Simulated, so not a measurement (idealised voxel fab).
Process module under the name voxel wiring stack
The width of the displayed cross-section, cut, is 290 nm; its cells are square, with a size of 5 nm.
If you're reading a cross-section in this doc, picture square cells in a grid; it comes to you as bands, top ones listed first down to the bottom, and a band can be one or more rows of cells.
It is stipulated that each band's entry specify, in nanometres, the height of the top of the band and then that of its bottom, followed by the materials of the band in left-to-right sequence, each together with its width in nanometres. A single material marked by the word "all across" is understood to fill the band from edge to edge; the word "empty" is understood to denote empty space.
Convention: height 0 is the level below which the wafer, as received, is all one material. The lowest band does not terminate at the bottom but continues downward, represented as "0 down".
Think of "30 to 40" as a width that walks from the first number to the second as you go down the band, top row to bottom row, taking equal-sized steps from row to row.
Reading "no modification" for a step: not a cell of the cross-section changed in it.
"Trapped cavities" contains a list of empty spaces, each no smaller than 8 cells and without an open way to the top, written in the form width x height at distance with the distance from the left edge and all three in nm.
Text after the settings on a step's line: the simulator's own remark on that step.
On any step carrying a mask, the "overlay nm" setting, if present on the step's line, tells how far right of its planned place the mask lay; negative values point to the left.

## The steps planned for the process are as follows
| 1 | RECEIVE, material Si |
| 2 | CONFORMAL_DEP, material SiO2, thk nm 15 |
| 3 | DIRECTIONAL_DEP, material TiN, thk nm 5 |
| 4 | DIRECTIONAL_DEP, material W, thk nm 15 |
| 5 | DIRECTIONAL_DEP, material aC, thk nm 10 |
| 6 | PATTERN, tone cover, mask id METAL_1, material resist, width nm 25, pitch nm 50, thk nm 25, overlay nm 0 |
| 7 | DIRECTIONAL_ETCH, etch materials aC, depth nm 10 |
| 8 | STRIP, etch materials resist |
| 9 | DIRECTIONAL_ETCH, etch materials W, depth nm 15 |
| 10 | DIRECTIONAL_ETCH, etch materials TiN, depth nm 5 |
| 11 | STRIP, etch materials aC |
| 12 | FILL_DEP, material SiO2, thk nm 5 |
| 13 | CMP, height nm 35 |
| 14 | CONFORMAL_DEP, material SiCN, thk nm 5 |
| 15 | DIRECTIONAL_DEP, material SiO2, thk nm 20 |
| 16 | MASKED_ETCH, tone open, mask id PLUG_1, width nm 15, etch materials SiO2, depth nm 20, overlay nm 0 |
| 17 | MASKED_ETCH, tone open, mask id PLUG_1, width nm 15, etch materials SiCN, depth nm 5, overlay nm 0 |
| 18 | EPI, material Ru, thk nm 10 |
| 19 | EPI, material Ru, thk nm 10 |
| 20 | EPI, material Ru, thk nm 5 |
| 21 | CONFORMAL_DEP, material SiCN, thk nm 5 |
| 22 | DIRECTIONAL_DEP, material lowk, thk nm 25 |
| 23 | PATTERN, tone open, mask id METAL_2, material resist, width nm 25, pitch nm 50, thk nm 20, overlay nm 0 |
| 24 | DIRECTIONAL_ETCH, etch materials lowk, depth nm 25 |
| 25 | DIRECTIONAL_ETCH, etch materials SiCN, depth nm 5 |
| 26 | STRIP, etch materials resist |
| 27 | CONFORMAL_DEP, material TiN, thk nm 5 |
| 28 | FILL_DEP, material Ru, thk nm 5 |
| 29 | CMP, height nm 90 |
| 30 | EPI, material Ru, thk nm 5 |
| 31 | FILL_DEP, material SiCN, thk nm 5 |
| 32 | DIRECTIONAL_DEP, material SiO2, thk nm 20 |
| 33 | DIRECTIONAL_DEP, material aC, thk nm 10 |
| 34 | PATTERN, tone open, mask id PLUG_2, material resist, width nm 15, pitch nm 50, thk nm 25, overlay nm 0 |
| 35 | DIRECTIONAL_ETCH, etch materials aC, depth nm 10 |
| 36 | STRIP, etch materials resist |
| 37 | DIRECTIONAL_ETCH, etch materials SiO2, depth nm 20 |
| 38 | DIRECTIONAL_ETCH, etch materials SiCN, depth nm 5 |
| 39 | STRIP, etch materials aC |
| 40 | EPI, material Ru, thk nm 10 |
| 41 | EPI, material Ru, thk nm 10 |
| 42 | EPI, material Ru, thk nm 5 |
| 43 | CONFORMAL_DEP, material SiCN, thk nm 5 |
| 44 | DIRECTIONAL_DEP, material SiO2, thk nm 25 |
| 45 | DIRECTIONAL_DEP, material aC, thk nm 15 |
| 46 | PATTERN, tone open, mask id METAL_3, material resist, width nm 25, pitch nm 50, thk nm 35, overlay nm 0 |
| 47 | DIRECTIONAL_ETCH, etch materials aC, depth nm 15 |
| 48 | STRIP, etch materials resist |
| 49 | DIRECTIONAL_ETCH, etch materials SiO2, depth nm 25 |
| 50 | DIRECTIONAL_ETCH, etch materials SiCN, depth nm 5 |
| 51 | STRIP, etch materials aC |
| 52 | CONFORMAL_DEP, material TiN, thk nm 5 |
| 53 | FILL_DEP, material Cu, thk nm 5 |
| 54 | CMP, height nm 150 |
| 55 | CONFORMAL_DEP, material SiN, thk nm 5 |

## Cross-section of the wafer as it came to us, i.e., already through step 1
> 0 down: Si all across
> Trapped cavities: none

## Sectioned view, first of two wafers, at the close of the module, processed as intended in the plan
> 155 to 150: SiN all across
> 150 to 125: 105 of SiO2 / 5 of TiN / 15 of Cu / 5 of TiN / 25 of SiO2 / 5 of TiN / 15 of Cu / 5 of TiN / 110 of SiO2
> 125 to 120: 105 of SiCN / 25 of TiN / 25 of SiCN / 25 of TiN / 110 of SiCN
> 120 to 100: 105 of SiO2 / 15 of Ru / 35 of SiO2 / 15 of Ru / 120 of SiO2
> 100 to 90: 105 to 100 of SiCN / 15 to 35 of Ru / 35 to 15 of SiCN / 15 to 35 of Ru / 120 to 105 of SiCN
> 90 to 65: 105 of lowk / 5 of TiN / 15 of Ru / 5 of TiN / 25 of lowk / 5 of TiN / 15 of Ru / 5 of TiN / 110 of lowk
> 65 to 60: 105 of SiCN / 25 of TiN / 25 of SiCN / 25 of TiN / 110 of SiCN
> 60 to 40: 105 of SiO2 / 15 of Ru / 170 of SiO2
> 40 to 35: 105 of SiCN / 15 of Ru / 170 of SiCN
> 35 to 20: 105 of SiO2 / 25 of W / 25 of SiO2 / 25 of W / 110 of SiO2
> 20 to 15: 105 of SiO2 / 25 of TiN / 25 of SiO2 / 25 of TiN / 110 of SiO2
> 15 to 0: SiO2 all across
> 0 down: Si all across
> Trapped cavities: none

## Module end: cross-section of wafer two of two. Same start and process plan as the first wafer. One mistake during execution
> 155 to 150: SiN all across
> 150 to 145: 110 of TiN / 15 of Cu / 35 of TiN / 15 of Cu / 115 of TiN
> 145 to 125: 105 of SiO2 / 5 of TiN / 15 of Cu / 5 of TiN / 25 of SiO2 / 5 of TiN / 15 of Cu / 5 of TiN / 110 of SiO2
> 125 to 120: 105 of SiCN / 25 of TiN / 25 of SiCN / 25 of TiN / 110 of SiCN
> 120 to 100: 105 of SiO2 / 15 of Ru / 35 of SiO2 / 15 of Ru / 120 of SiO2
> 100 to 90: 105 to 100 of SiCN / 15 to 35 of Ru / 35 to 15 of SiCN / 15 to 35 of Ru / 120 to 105 of SiCN
> 90 to 65: 105 of lowk / 5 of TiN / 15 of Ru / 5 of TiN / 25 of lowk / 5 of TiN / 15 of Ru / 5 of TiN / 110 of lowk
> 65 to 60: 105 of SiCN / 25 of TiN / 25 of SiCN / 25 of TiN / 110 of SiCN
> 60 to 40: 105 of SiO2 / 15 of Ru / 170 of SiO2
> 40 to 35: 105 of SiCN / 15 of Ru / 170 of SiCN
> 35 to 20: 105 of SiO2 / 25 of W / 25 of SiO2 / 25 of W / 110 of SiO2
> 20 to 15: 105 of SiO2 / 25 of TiN / 25 of SiO2 / 25 of TiN / 110 of SiO2
> 15 to 0: SiO2 all across
> 0 down: Si all across
> Trapped cavities: none
Misprocessing identified: for step 44, the planned setting was not used; the step was instead run as DIRECTIONAL_DEP, material SiO2, thk nm 20
The second wafer ends with more or fewer cells of some materials than the first, per final count: SiO2: 48 fewer | TiN: 48 more
